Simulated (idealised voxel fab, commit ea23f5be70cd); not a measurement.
Process module under the name voxel wiring stack
In the cross-section labelled cut, the width is 140 nm and each square cell is 5 nm.
When this document writes out a cross-section, it uses a grid of square cells and lists it as bands, beginning at the top and moving down, with a band standing for one or more rows of cells.
For a band, the entry starts with two heights in nm, that of the top and then that of the bottom, and carries on with the band's materials in order from left to right, each alongside its width in nm; the word "throughout" beside a single material means it fills the band edge to edge, and "air" means empty space.
Height reference: 0 = level under which incoming wafer is all one material. Lowest band: no bottom, runs on downward, e.g. "from 0 down".
The width entry "30 to 40" should be interpreted row by row: the top row of cells in the band takes the first number, the bottom row takes the second number, and the change between adjacent rows is uniform throughout.
Any step labelled "nothing altered" changed none of the cells in the cross-section.
In the "Sealed internal cavities" entry, you get each enclosed empty space of 8 cells or more, one with no open way to the top, written width x height at distance, distance from the left edge, in nm.
Past the settings on a step's line: simulator remark, on that step.
overlay nm: for a step with a mask, the amount by which the mask lay right of where it was planned; a negative amount means left of it.

SET OUT BELOW ARE THE PLANNED STEPS OF THE PROCESS
| 1 | RECEIVE with material Si |
| 2 | CONFORMAL_DEP with material SiO2, thk nm 10 |
| 3 | DIRECTIONAL_DEP with material TiN, thk nm 5 |
| 4 | DIRECTIONAL_DEP with material W, thk nm 25 |
| 5 | MASKED_ETCH with tone cover, mask id METAL_1, width nm 25, pitch nm 45, etch materials W, depth nm 25, overlay nm 0 |
| 6 | MASKED_ETCH with tone cover, mask id METAL_1, width nm 25, pitch nm 45, etch materials TiN, depth nm 5, overlay nm 0 |
| 7 | FILL_DEP with material SiO2, thk nm 5 |
| 8 | CMP with height nm 40 |
| 9 | CONFORMAL_DEP with material SiCN, thk nm 5 |
| 10 | DIRECTIONAL_DEP with material SiO2, thk nm 30 |
| 11 | PATTERN with tone open, mask id METAL_2_HOLES, material resist, width nm 15, pitch nm 45, thk nm 20, overlay nm -15 |
| 12 | DIRECTIONAL_ETCH with etch materials SiO2, depth nm 30 |
| 13 | STRIP with etch materials resist |
| 14 | MASKED_ETCH with tone open, mask id METAL_2, width nm 25, pitch nm 45, etch materials SiO2, depth nm 20, overlay nm 0 |
| 15 | MASKED_ETCH with tone open, mask id METAL_2, width nm 25, pitch nm 45, etch materials SiCN, depth nm 5, overlay nm 0 |
| 16 | CONFORMAL_DEP with material TiN, thk nm 5 |
| 17 | FILL_DEP with material Cu, thk nm 10 |
| 18 | CMP with height nm 75 |
| 19 | CONFORMAL_DEP with material SiCN, thk nm 5 |
| 20 | DIRECTIONAL_DEP with material lowk, thk nm 10 |
| 21 | MASKED_ETCH with tone open, mask id PLUG_2, width nm 15, pitch nm 45, etch materials lowk, depth nm 10, overlay nm 0 |
| 22 | MASKED_ETCH with tone open, mask id PLUG_2, width nm 15, pitch nm 45, etch materials SiCN, depth nm 5, overlay nm 0 |
| 23 | EPI with material Ru, thk nm 10 |
| 24 | EPI with material Ru, thk nm 5 |
| 25 | DIRECTIONAL_DEP with material TiN, thk nm 5 |
| 26 | DIRECTIONAL_DEP with material W, thk nm 15 |
| 27 | DIRECTIONAL_DEP with material aC, thk nm 15 |
| 28 | PATTERN with tone cover, mask id METAL_3, material resist, width nm 25, pitch nm 45, thk nm 30, overlay nm 0 |
| 29 | DIRECTIONAL_ETCH with etch materials aC, depth nm 15 |
| 30 | STRIP with etch materials resist |
| 31 | DIRECTIONAL_ETCH with etch materials W, depth nm 15 |
| 32 | DIRECTIONAL_ETCH with etch materials TiN, depth nm 5 |
| 33 | STRIP with etch materials aC |
| 34 | CONFORMAL_DEP with material SiN, thk nm 5 |
| 35 | FILL_DEP with material SiO2, thk nm 5 |
| 36 | CMP with height nm 110 |
| 37 | CONFORMAL_DEP with material SiCN, thk nm 5 |
The wafers in this document start out alike and differ in the overlay nm applied at step 11; the plan shows the value used for the first wafer.

FIRST OF SEVERAL WAFERS (AS RECEIVED, POST STEP 1), CROSS-SECTIONAL VIEW
- from 0 down: Si throughout
- Sealed internal cavities: none

ROWS = WAFERS. AT MODULE END, EACH ROW LISTS PER MATERIAL THE CELLS GAINED (+) OR LOST (-) SINCE THE WAFER WAS RECEIVED, THEN THE CLOSED VOIDS
overlay nm -15; +40 Cu; +18 Ru; +78 SiCN; +30 SiN; +298 SiO2; +56 TiN; +80 W; +44 lowk; Sealed internal cavities: none
overlay nm -10; +34 Cu; +18 Ru; +76 SiCN; +30 SiN; +306 SiO2; +56 TiN; +80 W; +44 lowk; Sealed internal cavities: none
overlay nm -5; +28 Cu; +18 Ru; +74 SiCN; +30 SiN; +314 SiO2; +56 TiN; +80 W; +44 lowk; Sealed internal cavities: none
overlay nm 0; +24 Cu; +18 Ru; +72 SiCN; +30 SiN; +322 SiO2; +54 TiN; +80 W; +44 lowk; Sealed internal cavities: none
overlay nm 5; +24 Cu; +18 Ru; +72 SiCN; +30 SiN; +322 SiO2; +54 TiN; +80 W; +44 lowk; Sealed internal cavities: none
overlay nm 10; +24 Cu; +18 Ru; +72 SiCN; +30 SiN; +322 SiO2; +54 TiN; +80 W; +44 lowk; Sealed internal cavities: none
overlay nm 15; +28 Cu; +18 Ru; +74 SiCN; +30 SiN; +314 SiO2; +56 TiN; +80 W; +44 lowk; Sealed internal cavities: none
